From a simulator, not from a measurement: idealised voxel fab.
Documented hereafter: the process module known as voxel released beams.
This is section cut - it's 200 nm across, gridded in 5 nm square cells.
Bands, listed from the top down, are how a cross-section gets written in this document; the cross-section itself is a grid of square cells, and a band is one or more rows of them.
The entry gives the band's vertical extent as a top height and a bottom height in nm, then its horizontal make-up as materials from left to right, each with a width in nm. "air" stands for empty space; a single material marked "all across" fills the band edge to edge.
Beneath 0, the wafer as received is one material, and that level is where height counting begins. The lowest band goes on downward without a bottom; it is written like "top 0, no bottom".
The width entry "30->40" should be interpreted row by row: the top row of cells in the band takes the first number, the bottom row takes the second number, and the change between adjacent rows is uniform throughout.
You'll sometimes find "same as before" written for a step, and that's the way of saying that nowhere in the cross-section did a cell change during that step.
Look at "Internal closed voids" for the closed voids: empty spaces with no open path to the top, sized 8 cells or up. Each is width x height at distance, distance from the left edge, all nm.
That trailing text on a step's line, after the settings, is the simulator's own remark on the step.
Each step line may optionally specify "overlay nm", which for a step with a mask gives the rightward distance between the mask's planned place and where it lay, a negative value indicating the leftward direction.
[Planned process steps]
1 RECEIVE: material Si
2 CONFORMAL_DEP: material Al2O3, thk nm 5
3 DIRECTIONAL_DEP: material SiO2, thk nm 15
4 DIRECTIONAL_DEP: material aC, thk nm 10
5 PATTERN: tone open, mask id ANCHOR, material resist, width nm 25, thk nm 30, overlay nm 0
6 DIRECTIONAL_ETCH: etch materials aC, depth nm 10
7 STRIP: etch materials resist
8 DIRECTIONAL_ETCH: etch materials SiO2, depth nm 15
9 STRIP: etch materials aC
10 CONFORMAL_DEP: material W, thk nm 10
11 PATTERN: tone cover, mask id BEAM, material resist, width nm 70, thk nm 15, overlay nm 0
12 DIRECTIONAL_ETCH: etch materials W, depth nm 10
13 STRIP: etch materials resist
14 STRIP: etch materials SiO2
[The following pertains to the first of two wafers, which was processed as planned]
[Cross-section: wafer on arrival = after step 1]
	top 0, no bottom  Si all across
	Internal closed voids: none
[Wafer xsec, post step 2]
	top 5, bottom 0  Al2O3 all across
	Unchanged below 0.
[Wafer xsec, post step 3]
	top 20, bottom 5  SiO2 all across
	Unchanged below 5.
[Wafer xsec, post step 4]
	top 30, bottom 20  aC all across
	Unchanged below 20.
[Wafer xsec, post step 5]
	top 60, bottom 30  resist: 65  air: 25  resist: 110
	Unchanged below 30.
[Wafer xsec, post step 6]
	top 50, bottom 30  resist: 65  air: 25  resist: 110
	top 30, bottom 20  aC: 65  air: 25  aC: 110
	Unchanged below 20.
[Wafer xsec, post step 7]
	top 30, bottom 20  aC: 65  air: 25  aC: 110
	Unchanged below 20.
[Wafer xsec, post step 8]
	top 30, bottom 20  aC: 65  air: 25  aC: 110
	top 20, bottom 5  SiO2: 65  air: 25  SiO2: 110
	Unchanged below 5.
[Wafer xsec, post step 9]
	top 20, bottom 5  SiO2: 65  air: 25  SiO2: 110
	Unchanged below 5.
[Wafer xsec, post step 10]
	top 30, bottom 20  W: 75  air: 5  W: 120
	top 20, bottom 15  SiO2: 65  W: 10  air: 5  W: 10  SiO2: 110
	top 15, bottom 5  SiO2: 65  W: 25  SiO2: 110
	Unchanged below 5.
[Wafer xsec, post step 11]
	top 45, bottom 30  air: 60  resist: 70  air: 70
	top 30, bottom 20  W: 75  resist: 5  W: 120
	top 20, bottom 15  SiO2: 65  W: 10  resist: 5  W: 10  SiO2: 110
	Unchanged below 15.
[Wafer xsec, post step 12]
	top 45, bottom 30  air: 60  resist: 70  air: 70
	top 30, bottom 20  air: 60  W: 15  resist: 5  W: 50  air: 70
	Unchanged below 20.
[Wafer xsec, post step 13]
	top 30, bottom 20  air: 60  W: 15  air: 5  W: 50  air: 70
	top 20, bottom 15  SiO2: 65  W: 10  air: 5  W: 10  SiO2: 110
	Unchanged below 15.
[Wafer xsec, post step 14]
	top 30, bottom 20  air: 60  W: 15  air: 5  W: 50  air: 70
	top 20, bottom 15  air: 65  W: 10  air: 5  W: 10  air: 110
	top 15, bottom 5  air: 65  W: 25  air: 110
	Unchanged below 5.
[Now the other wafer: same start, same recipe, but we messed up one thing when running it. Up to and including step 9 it's the same as the first one]
[The second wafer in cross-section, at the planned close of step 10]
	top 25, bottom 20  W: 70  air: 15  W: 115
	top 20, bottom 10  SiO2: 65  W: 5  air: 15  W: 5  SiO2: 110
	top 10, bottom 5  SiO2: 65  W: 25  SiO2: 110
	Unchanged below 5.
[The second wafer in cross-section, at the planned close of step 11]
	top 40, bottom 25  air: 60  resist: 70  air: 70
	top 25, bottom 20  W: 70  resist: 15  W: 115
	top 20, bottom 10  SiO2: 65  W: 5  resist: 15  W: 5  SiO2: 110
	Unchanged below 10.
[The second wafer in cross-section, at the planned close of step 12]
	top 40, bottom 25  air: 60  resist: 70  air: 70
	top 25, bottom 20  air: 60  W: 10  resist: 15  W: 45  air: 70
	Unchanged below 20.
[The second wafer in cross-section, at the planned close of step 13]
	top 25, bottom 20  air: 60  W: 10  air: 15  W: 45  air: 70
	top 20, bottom 10  SiO2: 65  W: 5  air: 15  W: 5  SiO2: 110
	Unchanged below 10.
[The second wafer in cross-section, at the planned close of step 14]
	top 25, bottom 20  air: 60  W: 10  air: 15  W: 45  air: 70
	top 20, bottom 10  air: 65  W: 5  air: 15  W: 5  air: 110
	top 10, bottom 5  air: 65  W: 25  air: 110
	Unchanged below 5.
So what did we get wrong on this run? so step 10 ended up running with a different setting than we planned, it ran as CONFORMAL_DEP: material W, thk nm 5
Bottom line after processing is that, in cells, the second wafer is up or down on some materials versus the first: W -20
